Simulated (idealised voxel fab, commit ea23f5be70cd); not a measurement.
The following is a process module called voxel air gaps.
In the cross-section labelled cut, the width is 140 nm and each square cell is 5 nm.
Format of a cross-section: grid, square cells. Given as bands. Order: top down. Band: one or more rows of cells. This entry defines a band. It first specifies the height of the band's top and the height of its bottom in nm, and then specifies the band's materials from left to right, stating each material with its width in nm. The word "everywhere" identifies a single material that fills the band from edge to edge, while the word "air" identifies empty space. Basically, 0 is our baseline, since under it the wafer straight out of the box is all one material. The bottom band has no lower end and keeps on going down, so it looks like "top 0, no bottom". Per-row width for "30 to 40": begins at first number (top row of band), ends at second number (bottom row), increment between rows held constant. Take "changes: none" at face value: in the step it is given for, the cross-section changed in none of its cells. If an empty space has no open way to the top and is at least 8 cells in size, "Voids lacking openings" lists it, written width x height at distance, where distance is measured from the left edge and every value is in nm. after a step's settings: what the simulator itself notes on the step. The "overlay nm" setting may appear on a step's line; for a step that uses a mask, it gives how far to the right of its planned position the mask lay, and a negative value indicates the left.
The process steps that were planned are listed below:
| 1 | RECEIVE (material Si) |
| 2 | CONFORMAL_DEP (material SiO2; thk nm 15) |
| 3 | CONFORMAL_DEP (material SiN; thk nm 5) |
| 4 | DIRECTIONAL_DEP (material SiO2; thk nm 40) |
| 5 | DIRECTIONAL_DEP (material aC; thk nm 10) |
| 6 | PATTERN (tone open; mask id LINES; material resist; width nm 15; pitch nm 40; thk nm 25; overlay nm 0) |
| 7 | DIRECTIONAL_ETCH (etch materials aC; depth nm 10) |
| 8 | STRIP (etch materials resist) |
| 9 | DIRECTIONAL_ETCH (etch materials SiO2; depth nm 40) |
| 10 | STRIP (etch materials aC) |
| 11 | CONFORMAL_DEP (material TiN; thk nm 5) |
| 12 | FILL_DEP (material Ru; thk nm 5) |
| 13 | CMP (height nm 60) |
| 14 | EPI (material Ru; thk nm 10) |
| 15 | SELECTIVE_ETCH (etch materials SiO2; depth nm 50) |
| 16 | CONFORMAL_DEP (material SiCN; thk nm 5) |
So, the first of our two wafers, run just as we planned it:
Incoming wafer, cross-sectional view, post step 1:
- top 0, no bottom | Si everywhere
- Voids lacking openings: none
Cross-sectional representation of the wafer at the conclusion of step 2:
- top 15, bottom 0 | SiO2 everywhere
- Below a height of 0, the structure has not been altered.
Cross-sectional representation of the wafer at the conclusion of step 3:
- top 20, bottom 15 | SiN everywhere
- Below a height of 15, the structure has not been altered.
Cross-sectional representation of the wafer at the conclusion of step 4:
- top 60, bottom 20 | SiO2 everywhere
- Below a height of 20, the structure has not been altered.
Cross-sectional representation of the wafer at the conclusion of step 5:
- top 70, bottom 60 | aC everywhere
- Below a height of 60, the structure has not been altered.
Cross-sectional representation of the wafer at the conclusion of step 6:
- top 95, bottom 70 | 20 nm resist; 15 nm air; 25 nm resist; 15 nm air; 25 nm resist; 15 nm air; 25 nm resist
- Below a height of 70, the structure has not been altered.
Cross-sectional representation of the wafer at the conclusion of step 7:
- top 85, bottom 70 | 20 nm resist; 15 nm air; 25 nm resist; 15 nm air; 25 nm resist; 15 nm air; 25 nm resist
- top 70, bottom 60 | 20 nm aC; 15 nm air; 25 nm aC; 15 nm air; 25 nm aC; 15 nm air; 25 nm aC
- Below a height of 60, the structure has not been altered.
Cross-sectional representation of the wafer at the conclusion of step 8:
- top 70, bottom 60 | 20 nm aC; 15 nm air; 25 nm aC; 15 nm air; 25 nm aC; 15 nm air; 25 nm aC
- Below a height of 60, the structure has not been altered.
Cross-sectional representation of the wafer at the conclusion of step 9:
- top 70, bottom 60 | 20 nm aC; 15 nm air; 25 nm aC; 15 nm air; 25 nm aC; 15 nm air; 25 nm aC
- top 60, bottom 20 | 20 nm SiO2; 15 nm air; 25 nm SiO2; 15 nm air; 25 nm SiO2; 15 nm air; 25 nm SiO2
- Below a height of 20, the structure has not been altered.
Cross-sectional representation of the wafer at the conclusion of step 10:
- top 60, bottom 20 | 20 nm SiO2; 15 nm air; 25 nm SiO2; 15 nm air; 25 nm SiO2; 15 nm air; 25 nm SiO2
- Below a height of 20, the structure has not been altered.
Cross-sectional representation of the wafer at the conclusion of step 11:
- top 65, bottom 60 | 25 nm TiN; 5 nm air; 35 nm TiN; 5 nm air; 35 nm TiN; 5 nm air; 30 nm TiN
- top 60, bottom 25 | 20 nm SiO2; 5 nm TiN; 5 nm air; 5 nm TiN; 25 nm SiO2; 5 nm TiN; 5 nm air; 5 nm TiN; 25 nm SiO2; 5 nm TiN; 5 nm air; 5 nm TiN; 25 nm SiO2
- top 25, bottom 20 | 20 nm SiO2; 15 nm TiN; 25 nm SiO2; 15 nm TiN; 25 nm SiO2; 15 nm TiN; 25 nm SiO2
- Below a height of 20, the structure has not been altered.
Cross-sectional representation of the wafer at the conclusion of step 12:
- top 70, bottom 65 | Ru everywhere
- top 65, bottom 60 | 25 nm TiN; 5 nm Ru; 35 nm TiN; 5 nm Ru; 35 nm TiN; 5 nm Ru; 30 nm TiN
- top 60, bottom 25 | 20 nm SiO2; 5 nm TiN; 5 nm Ru; 5 nm TiN; 25 nm SiO2; 5 nm TiN; 5 nm Ru; 5 nm TiN; 25 nm SiO2; 5 nm TiN; 5 nm Ru; 5 nm TiN; 25 nm SiO2
- Below a height of 25, the structure has not been altered.
Cross-sectional representation of the wafer at the conclusion of step 13:
- top 60, bottom 25 | 20 nm SiO2; 5 nm TiN; 5 nm Ru; 5 nm TiN; 25 nm SiO2; 5 nm TiN; 5 nm Ru; 5 nm TiN; 25 nm SiO2; 5 nm TiN; 5 nm Ru; 5 nm TiN; 25 nm SiO2
- Below a height of 25, the structure has not been altered.
Cross-sectional representation of the wafer at the conclusion of step 14:
- top 70, bottom 60 | 10 nm air; 35 nm Ru; 5 nm air; 35 nm Ru; 5 nm air; 35 nm Ru; 15 nm air
- Below a height of 60, the structure has not been altered.
Cross-sectional representation of the wafer at the conclusion of step 15:
- top 70, bottom 60 | 10 nm air; 35 nm Ru; 5 nm air; 35 nm Ru; 5 nm air; 35 nm Ru; 15 nm air
- top 60, bottom 25 | 20 nm air; 5 nm TiN; 5 nm Ru; 5 nm TiN; 25 nm air; 5 nm TiN; 5 nm Ru; 5 nm TiN; 25 nm air; 5 nm TiN; 5 nm Ru; 5 nm TiN; 25 nm air
- top 25, bottom 20 | 20 nm air; 15 nm TiN; 25 nm air; 15 nm TiN; 25 nm air; 15 nm TiN; 25 nm air
- Below a height of 20, the structure has not been altered.
Cross-sectional representation of the wafer at the conclusion of step 16:
- top 75, bottom 70 | 5 nm air; 125 nm SiCN; 10 nm air
- top 70, bottom 60 | 5 nm air; 5 nm SiCN; 35 nm Ru; 5 nm SiCN; 35 nm Ru; 5 nm SiCN; 35 nm Ru; 5 nm SiCN; 10 nm air
- top 60, bottom 55 | 5 nm air; 15 nm SiCN; 5 nm TiN; 5 nm Ru; 5 nm TiN; 25 nm SiCN; 5 nm TiN; 5 nm Ru; 5 nm TiN; 25 nm SiCN; 5 nm TiN; 5 nm Ru; 5 nm TiN; 15 nm SiCN; 10 nm air
- top 55, bottom 25 | 15 nm air; 5 nm SiCN; 5 nm TiN; 5 nm Ru; 5 nm TiN; 5 nm SiCN; 15 nm air; 5 nm SiCN; 5 nm TiN; 5 nm Ru; 5 nm TiN; 5 nm SiCN; 15 nm air; 5 nm SiCN; 5 nm TiN; 5 nm Ru; 5 nm TiN; 5 nm SiCN; 20 nm air
- top 25, bottom 20 | 20 nm SiCN; 15 nm TiN; 25 nm SiCN; 15 nm TiN; 25 nm SiCN; 15 nm TiN; 25 nm SiCN
- Below a height of 20, the structure has not been altered.
- Voids lacking openings: 15 x 30 at 40; 15 x 30 at 80
Second wafer, same starting conditions and recipe as the first, one mistake in executing it, nothing differs from the first up to and including step 13:
Cross-sectional representation of the second wafer at the time designated in the plan for the completion of step 14:
- top 60, bottom 25 | 20 nm air; 5 nm TiN; 5 nm Ru; 5 nm TiN; 25 nm air; 5 nm TiN; 5 nm Ru; 5 nm TiN; 25 nm air; 5 nm TiN; 5 nm Ru; 5 nm TiN; 25 nm air
- top 25, bottom 20 | 20 nm air; 15 nm TiN; 25 nm air; 15 nm TiN; 25 nm air; 15 nm TiN; 25 nm air
- Below a height of 20, the structure has not been altered.
Cross-sectional representation of the second wafer at the time designated in the plan for the completion of step 15:
- top 70, bottom 60 | 10 nm air; 35 nm Ru; 5 nm air; 35 nm Ru; 5 nm air; 35 nm Ru; 15 nm air
- top 60, bottom 25 | 10 nm air; 10 nm Ru; 5 nm TiN; 5 nm Ru; 5 nm TiN; 10 nm Ru; 5 nm air; 10 nm Ru; 5 nm TiN; 5 nm Ru; 5 nm TiN; 10 nm Ru; 5 nm air; 10 nm Ru; 5 nm TiN; 5 nm Ru; 5 nm TiN; 10 nm Ru; 15 nm air
- top 25, bottom 20 | 10 nm air; 10 nm Ru; 15 nm TiN; 10 nm Ru; 5 nm air; 10 nm Ru; 15 nm TiN; 10 nm Ru; 5 nm air; 10 nm Ru; 15 nm TiN; 10 nm Ru; 15 nm air
- Below a height of 20, the structure has not been altered.
Cross-sectional representation of the second wafer at the time designated in the plan for the completion of step 16:
- top 75, bottom 70 | 5 nm air; 125 nm SiCN; 10 nm air
- top 70, bottom 60 | 5 nm air; 5 nm SiCN; 35 nm Ru; 5 nm SiCN; 35 nm Ru; 5 nm SiCN; 35 nm Ru; 5 nm SiCN; 10 nm air
- top 60, bottom 25 | 5 nm air; 5 nm SiCN; 10 nm Ru; 5 nm TiN; 5 nm Ru; 5 nm TiN; 10 nm Ru; 5 nm SiCN; 10 nm Ru; 5 nm TiN; 5 nm Ru; 5 nm TiN; 10 nm Ru; 5 nm SiCN; 10 nm Ru; 5 nm TiN; 5 nm Ru; 5 nm TiN; 10 nm Ru; 5 nm SiCN; 10 nm air
- top 25, bottom 20 | 10 nm SiCN; 10 nm Ru; 15 nm TiN; 10 nm Ru; 5 nm SiCN; 10 nm Ru; 15 nm TiN; 10 nm Ru; 5 nm SiCN; 10 nm Ru; 15 nm TiN; 10 nm Ru; 15 nm SiCN
- Below a height of 20, the structure has not been altered.
The plan and the run diverged here: step 14 ran in the slot meant for step 15, and vice versa
Once processing is complete, comparing cell counts shows that the second wafer has more or fewer of certain materials than the first: 96 more of Ru, 36 fewer of SiCN
The first wafer finishes with 2 closed voids, while the second finishes with 0.
